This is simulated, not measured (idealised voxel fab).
The process module presented herein is designated voxel gate over fins.
Cross-sectional view cut (width: 150 nm; square cell size: 5 nm).
Cross-section, as written here: a square-cell grid given band by band from the top down, where a band holds one or more rows of cells.
What a band's entry tells you: where the top is and where the bottom is, as heights in nm, and after that what lies inside, material by material from left to right, each with its width in nm. Empty space is written as the word "air", and a single material marked with the word "throughout" occupies the band from edge to edge.
All heights in this document are referenced to 0, defined as the level beneath which the wafer, as received, consists entirely of one material. The lowest band is not bounded below; it extends indefinitely downward and is written in the form "z 0 and below".
Width spec "30->40" -> top row of cells at first value, bottom row at second value, equal per-row change in between.
"no alteration", as given for a step, is the statement that not any cell of the cross-section underwent a change during that step.
Enclosed voids (no open way to top), threshold 8 cells or more, entry "Voids lacking openings", notation width x height at distance, distance from left edge, nm.
Where a step's line continues beyond its settings, the continuation is a remark by the simulator itself on that step.
A step line may carry the setting "overlay nm", which, for steps involving a mask, states the distance by which the mask lay to the right of its intended position; negative values denote displacement to the left.

-- Listed below are the process steps as planned
1: op RECEIVE | material Si
2: op CONFORMAL_DEP | material SiN | thk nm 5
3: op DIRECTIONAL_DEP | material aC | thk nm 10
4: op PATTERN | tone cover | mask id FINS | material resist | width nm 15 | pitch nm 40 | thk nm 25 | overlay nm 0
5: op DIRECTIONAL_ETCH | etch materials aC | depth nm 10
6: op STRIP | etch materials resist
7: op DIRECTIONAL_ETCH | etch materials SiN | depth nm 5
8: op DIRECTIONAL_ETCH | etch materials Si | depth nm 30
9: op STRIP | etch materials aC
10: op FILL_DEP | material SiO2 | thk nm 10
11: op CMP | height nm 5
12: op SELECTIVE_ETCH | etch materials SiO2 | depth nm 5
13: op STRIP | etch materials SiN
14: op CONFORMAL_DEP | material HfO2 | thk nm 5
15: op CONFORMAL_DEP | material TiN | thk nm 5
16: op FILL_DEP | material W | thk nm 10
17: op CMP | height nm 15
18: op CONFORMAL_DEP | material SiN | thk nm 5
All wafers enter the flow in the same state. The depth nm at step 12 differs from wafer to wafer, and the plan gives the value for the first wafer.

-- Cross-section: the first of several wafers in its as-received state, i.e. following step 1
    z 0 and below = Si throughout
    Voids lacking openings: none

-- End-of-module cross-section, first of several wafers, after last step 18
    z 20 to 15 = SiN throughout
    z 15 to 10 = W throughout
    z 10 to 5 = TiN throughout
    z 5 to 0 = HfO2 throughout
    z 0 to -30 = 45 nm SiO2 | 15 nm Si | 25 nm SiO2 | 15 nm Si | 50 nm SiO2
    z -30 and below = Si throughout
    Voids lacking openings: none

-- Sectional view of the last wafer upon completion of the module
    z 20 to 15 = SiN throughout
    z 15 to 10 = W throughout
    z 10 to 5 = 35 nm W | 35 nm TiN | 5 nm W | 35 nm TiN | 40 nm W
    z 5 to 0 = 35 nm W | 5 nm TiN | 25 nm HfO2 | 5 nm TiN | 5 nm W | 5 nm TiN | 25 nm HfO2 | 5 nm TiN | 40 nm W
    z 0 to -15 = 35 nm W | 5 nm TiN | 5 nm HfO2 | 15 nm Si | 5 nm HfO2 | 5 nm TiN | 5 nm W | 5 nm TiN | 5 nm HfO2 | 15 nm Si | 5 nm HfO2 | 5 nm TiN | 40 nm W
    z -15 to -20 = 40 nm TiN | 5 nm HfO2 | 15 nm Si | 5 nm HfO2 | 15 nm TiN | 5 nm HfO2 | 15 nm Si | 5 nm HfO2 | 45 nm TiN
    z -20 to -25 = 45 nm HfO2 | 15 nm Si | 25 nm HfO2 | 15 nm Si | 50 nm HfO2
    z -25 to -30 = 45 nm SiO2 | 15 nm Si | 25 nm SiO2 | 15 nm Si | 50 nm SiO2
    z -30 and below = Si throughout
    Voids lacking openings: none

-- Where each wafer stands at the end of the module, a row apiece: cells of each material gained (+) or lost (-) since it was received, then closed voids
depth nm 5; +30 HfO2; -144 Si; +30 SiN; +144 SiO2; +30 TiN; +30 W; Voids lacking openings: none
depth nm 10; +34 HfO2; -144 Si; +30 SiN; +120 SiO2; +34 TiN; +46 W; Voids lacking openings: none
depth nm 15; +38 HfO2; -144 Si; +30 SiN; +96 SiO2; +38 TiN; +62 W; Voids lacking openings: none
depth nm 20; +42 HfO2; -144 Si; +30 SiN; +72 SiO2; +42 TiN; +78 W; Voids lacking openings: none
depth nm 25; +46 HfO2; -144 Si; +30 SiN; +48 SiO2; +46 TiN; +94 W; Voids lacking openings: none
depth nm 30; +50 HfO2; -144 Si; +30 SiN; +24 SiO2; +50 TiN; +110 W; Voids lacking openings: none
